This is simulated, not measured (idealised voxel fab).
voxel plated lines: a process module
We display cut, a cross-section 175 nm in width whose square cells are each 5 nm.
Just so we're on the same page, the cross-sections are grids of square cells, and they're listed out in bands top to bottom, each band one or more rows deep.
Quick guide to a band line: top height, bottom height (nm) up front; then every material left to right with its width in nm. Only one material and it's marked "all across"? Then it fills the band edge to edge. And "empty" just means empty space.
Measure heights from 0. That's the level where, below it, the as-received wafer is all one material. The lowest band is bottomless and extends downward; write it as in "top 0, no bottom".
A width given as "30..40" starts at the first number in the band's top row and ends at the second number in its bottom row, shifting by an equal amount at every step from row to row.
Take "remained the same" at face value: in the step it is given for, the cross-section changed in none of its cells.
You'll see "Catalogued sealed voids" listing empty spaces that have no way open to the top, as long as they're 8 cells or more; the notation is width x height at distance, where the distance is from the left edge, and all of it is in nm.
If you see something after the settings on a step's line, that's the simulator's own remark about that step.
If you see "overlay nm" on a step's line and that step has a mask, it's telling you how far right of where it was planned the mask ended up; a negative number means it went left instead.

[These are the steps we planned for the process]
1,RECEIVE: material Si
2,CONFORMAL_DEP: material SiO2, thk nm 5
3,DIRECTIONAL_DEP: material TiN, thk nm 5
4,PATTERN: tone open, mask id LINES, material resist, width nm 15, pitch nm 35, thk nm 20, overlay nm -10
5,EPI: material Ru, thk nm 10
6,STRIP: etch materials resist
7,DIRECTIONAL_ETCH: etch materials TiN, depth nm 5
8,CONFORMAL_DEP: material SiCN, thk nm 10
The overlay nm used in step 4 is not the same on every wafer, whereas the starting condition is; the value printed in the plan is the first wafer's.

[So this is the first of several wafers, cross-sectioned as it came to us, meaning it's at the end of step 1]
> top 0, no bottom  Si all across
> Catalogued sealed voids: none

[Wafer rows, end of module: cells per material gained (+) or lost (-) since receipt; closed voids last]
overlay nm -10, +24 Ru, +118 SiCN, +35 SiO2, +12 TiN, Catalogued sealed voids: none
overlay nm -5, +24 Ru, +118 SiCN, +35 SiO2, +12 TiN, Catalogued sealed voids: none
overlay nm 0, +24 Ru, +118 SiCN, +35 SiO2, +12 TiN, Catalogued sealed voids: none
overlay nm 5, +24 Ru, +118 SiCN, +35 SiO2, +12 TiN, Catalogued sealed voids: none
overlay nm 10, +24 Ru, +118 SiCN, +35 SiO2, +12 TiN, Catalogued sealed voids: none
overlay nm 15, +24 Ru, +118 SiCN, +35 SiO2, +12 TiN, Catalogued sealed voids: none
